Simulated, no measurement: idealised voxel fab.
The following process module bears the name voxel released beams.
cross-section cut | 270 nm wide | cells 5 nm
In this document a cross-section is written as a grid of square cells. It is given as a series of bands, listed from the top down, and a band is one or more rows of cells.
Heights first: top, then bottom, in nm. Then materials, left to right, each with a width in nm. "all across" on a single material: fills the band edge to edge. "blank": empty space.
Height datum 0, below which the as-received substrate wafer is one material. Lowest band open at the bottom, running downward: "0 and below".
Note: "30..40" means the width goes from the first number (top row of the band) to the second number (bottom row) in equal steps per row of cells.
Any step labelled "remains unaltered" changed none of the cells in the cross-section.
Empty spaces without an open route to the top, at least 8 cells in extent, make up the entry "Enclosed voids"; each is given as width x height at distance, where the distance is measured from the left edge, and all are in nm.
Step line, after settings: the simulator's comment on this step.
overlay nm, on a step with a mask: how far to the right of its planned place the mask lay; to the left if negative
Set out below are the planned steps of the process
1. RECEIVE: material Si
2. CONFORMAL_DEP: material Al2O3, thk nm 10
3. DIRECTIONAL_DEP: material SiO2, thk nm 15
4. MASKED_ETCH: tone open, mask id ANCHOR, width nm 30, etch materials SiO2, depth nm 15, overlay nm 0
5. CONFORMAL_DEP: material polySi, thk nm 10
6. MASKED_ETCH: tone cover, mask id BEAM, width nm 115, etch materials polySi, depth nm 10, overlay nm 0
7. STRIP: etch materials SiO2
Run as planned: first of two wafers
As-received wafer cross-section (after step 1)
0 and below  Si all across
Enclosed voids: none
State of the wafer after step 2, shown in cross-section
10 down to 0  Al2O3 all across
Below 0, no change.
State of the wafer after step 3, shown in cross-section
25 down to 10  SiO2 all across
Below 10, no change.
State of the wafer after step 4, shown in cross-section
25 down to 10  SiO2 80 | blank 30 | SiO2 160
Below 10, no change.
State of the wafer after step 5, shown in cross-section
35 down to 25  polySi 90 | blank 10 | polySi 170
25 down to 20  SiO2 80 | polySi 10 | blank 10 | polySi 10 | SiO2 160
20 down to 10  SiO2 80 | polySi 30 | SiO2 160
Below 10, no change.
State of the wafer after step 6, shown in cross-section
35 down to 25  blank 75 | polySi 15 | blank 10 | polySi 90 | blank 80
Below 25, no change.
State of the wafer after step 7, shown in cross-section
35 down to 25  blank 75 | polySi 15 | blank 10 | polySi 90 | blank 80
25 down to 20  blank 80 | polySi 10 | blank 10 | polySi 10 | blank 160
20 down to 10  blank 80 | polySi 30 | blank 160
Below 10, no change.
Companion wafer, the second of two: same beginning, same intended sequence, one mistake in carrying it out; through step 3 inclusive it tracks the first exactly
Second wafer at the planned finish of step 4, seen in cross-section
25 down to 10  blank 80 | SiO2 30 | blank 160
Below 10, no change.
Second wafer at the planned finish of step 5, seen in cross-section
35 down to 25  blank 70 | polySi 50 | blank 150
25 down to 20  blank 70 | polySi 10 | SiO2 30 | polySi 10 | blank 150
20 down to 10  polySi 80 | SiO2 30 | polySi 160
Below 10, no change.
Second wafer at the planned finish of step 6, seen in cross-section
35 down to 25  blank 75 | polySi 45 | blank 150
25 down to 20  blank 70 | polySi 10 | SiO2 30 | polySi 10 | blank 150
20 down to 10  blank 70 | polySi 10 | SiO2 30 | polySi 80 | blank 80
Below 10, no change.
Second wafer at the planned finish of step 7, seen in cross-section: remains unaltered
Deviation from plan: step 4 was not run as planned; what actually ran was MASKED_ETCH: tone cover, mask id ANCHOR, width nm 30, etch materials SiO2, depth nm 15, overlay nm 0
Wafer comparison, final, in cells, second relative to first, materials more or fewer: +18 SiO2
